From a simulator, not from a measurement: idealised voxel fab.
The process module presented herein is designated voxel transistor to metal.
The cross-section on display is named cut; it measures 200 nm wide, and its cells are 5 nm squares.
A cross-section is written here as square cells arranged in a grid, and it is given in bands from the top down, each band taking up one or more rows of cells. Look at the band entry: it leads with the top's height and the bottom's height in nm. Then it lists the materials left to right, with a width in nm for each. The word "all across" on a single material says that material fills the band edge to edge. The word "air" is empty space. Heights are reckoned from 0. Under this level, the received wafer is all of one material. The bottommost band is open-ended downward, for example "0..down". Width spec "30->40" -> top row of cells at first value, bottom row at second value, equal per-row change in between. A step reported as "nothing was modified" is a step in which no cell of the cross-section changed. Closed empty spaces (no open way to the top) of 8 cells or more are what "Fully sealed voids" lists, each as width x height at distance from the left edge, nm for all three. Step line, after settings: the simulator's comment on this step. The setting "overlay nm" may be written on the line of a step. When the step uses a mask, the value reports how far to the right of the planned place the mask lay, and a negative value reports that it lay to the left.
-- Here's what the planned process steps look like
step 1: RECEIVE [material Si]
step 2: OXIDIZE [depth nm 5]
step 3: CONFORMAL_DEP [material SiN] [thk nm 10]
step 4: MASKED_ETCH [tone cover] [mask id ACTIVE] [width nm 110] [etch materials SiN] [depth nm 10] [overlay nm 0]
step 5: MASKED_ETCH [tone cover] [mask id ACTIVE] [width nm 110] [etch materials SiO2] [depth nm 5] [overlay nm 0]
step 6: MASKED_ETCH [tone cover] [mask id ACTIVE] [width nm 110] [etch materials Si] [depth nm 35] [overlay nm 0]
step 7: OXIDIZE [depth nm 5]
step 8: FILL_DEP [material SiO2] [thk nm 5]
step 9: CMP [height nm 10]
step 10: SELECTIVE_ETCH [etch materials SiO2] [depth nm 10]
step 11: STRIP [etch materials SiN]
step 12: SELECTIVE_ETCH [etch materials SiO2] [depth nm 5]
step 13: OXIDIZE [depth nm 5]
step 14: DIRECTIONAL_DEP [material polySi] [thk nm 25]
step 15: DIRECTIONAL_DEP [material SiCN] [thk nm 15]
step 16: DIRECTIONAL_DEP [material aC] [thk nm 15]
step 17: PATTERN [tone cover] [mask id GATE] [material resist] [width nm 20] [thk nm 30] [overlay nm 0]
step 18: DIRECTIONAL_ETCH [etch materials aC] [depth nm 15]
step 19: STRIP [etch materials resist]
step 20: DIRECTIONAL_ETCH [etch materials SiCN] [depth nm 25]
step 21: DIRECTIONAL_ETCH [etch materials polySi] [depth nm 35]
step 22: STRIP [etch materials aC]
step 23: CONFORMAL_DEP [material SiO2] [thk nm 5]
step 24: DIRECTIONAL_ETCH [etch materials SiO2] [depth nm 5]
step 25: CONFORMAL_DEP [material SiN] [thk nm 5]
step 26: DIRECTIONAL_ETCH [etch materials SiN] [depth nm 5]
step 27: DIRECTIONAL_ETCH [etch materials SiO2] [depth nm 5]
step 28: DIRECTIONAL_ETCH [etch materials Si] [depth nm 10]
step 29: EPI [material nSi] [thk nm 10]
step 30: FILL_DEP [material SiO2] [thk nm 10]
step 31: CMP [height nm 35]
step 32: DIRECTIONAL_DEP [material SiO2] [thk nm 15]
step 33: DIRECTIONAL_DEP [material aC] [thk nm 10]
step 34: PATTERN [tone open] [mask id CONTACT] [material resist] [width nm 20] [pitch nm 80] [thk nm 25] [overlay nm 0]
step 35: DIRECTIONAL_ETCH [etch materials aC] [depth nm 10]
step 36: STRIP [etch materials resist]
step 37: DIRECTIONAL_ETCH [etch materials SiO2] [depth nm 60]
step 38: STRIP [etch materials aC]
step 39: CONFORMAL_DEP [material TiN] [thk nm 5]
step 40: FILL_DEP [material W] [thk nm 10]
step 41: CMP [height nm 50]
step 42: CONFORMAL_DEP [material SiN] [thk nm 5]
step 43: DIRECTIONAL_DEP [material lowk] [thk nm 25]
step 44: MASKED_ETCH [tone open] [mask id METAL_1] [width nm 20] [pitch nm 80] [etch materials lowk] [depth nm 25] [overlay nm 0]
step 45: MASKED_ETCH [tone open] [mask id METAL_1] [width nm 20] [pitch nm 80] [etch materials SiN] [depth nm 5] [overlay nm 0]
step 46: CONFORMAL_DEP [material TiN] [thk nm 5]
step 47: FILL_DEP [material W] [thk nm 10]
step 48: CMP [height nm 80]
step 49: EPI [material Ru] [thk nm 5]
step 50: FILL_DEP [material SiCN] [thk nm 5]
-- Wafer at receipt (post step 1), cross-section
  0..down = Si all across
  Fully sealed voids: none
-- Final wafer profile in cross-section after the module, from the same start and plan as above, with one mistake made during processing
  90..85 = SiCN all across
  85..80 = Ru 55 nm, then SiCN 10 nm, then Ru 70 nm, then SiCN 10 nm, then Ru 55 nm
  80..60 = W 45 nm, then TiN 5 nm, then lowk 20 nm, then TiN 5 nm, then W 50 nm, then TiN 5 nm, then lowk 20 nm, then TiN 5 nm, then W 45 nm
  60..55 = TiN 50 nm, then lowk 20 nm, then TiN 60 nm, then lowk 20 nm, then TiN 50 nm
  55..50 = SiN all across
  50..35 = SiO2 50 nm, then TiN 5 nm, then W 10 nm, then TiN 5 nm, then SiO2 60 nm, then TiN 5 nm, then W 10 nm, then TiN 5 nm, then SiO2 50 nm
  35..20 = SiO2 50 nm, then TiN 5 nm, then W 10 nm, then TiN 5 nm, then SiO2 10 nm, then SiN 5 nm, then SiO2 5 nm, then SiCN 20 nm, then SiO2 5 nm, then SiN 5 nm, then SiO2 10 nm, then TiN 5 nm, then W 10 nm, then TiN 5 nm, then SiO2 50 nm
  20..0 = SiO2 50 nm, then TiN 5 nm, then W 10 nm, then TiN 5 nm, then SiO2 10 nm, then SiN 5 nm, then SiO2 5 nm, then polySi 20 nm, then SiO2 5 nm, then SiN 5 nm, then SiO2 10 nm, then TiN 5 nm, then W 10 nm, then TiN 5 nm, then SiO2 50 nm
  0..-5 = SiO2 50 nm, then TiN 5 nm, then W 10 nm, then TiN 5 nm, then nSi 10 nm, then SiN 5 nm, then SiO2 5 nm, then polySi 20 nm, then SiO2 5 nm, then SiN 5 nm, then nSi 10 nm, then TiN 5 nm, then W 10 nm, then TiN 5 nm, then SiO2 50 nm
  -5..-10 = SiO2 50 nm, then TiN 20 nm, then nSi 10 nm, then SiO2 40 nm, then nSi 10 nm, then TiN 20 nm, then SiO2 50 nm
  -10..-20 = SiO2 50 nm, then nSi 30 nm, then Si 40 nm, then nSi 30 nm, then SiO2 50 nm
  -20..-45 = SiO2 50 nm, then Si 100 nm, then SiO2 50 nm
  -45..down = Si all across
  Fully sealed voids: none
what went wrong: step 44 deviated from plan and actually ran as MASKED_ETCH [tone cover] [mask id METAL_1] [width nm 20] [pitch nm 80] [etch materials lowk] [depth nm 25] [overlay nm 0]
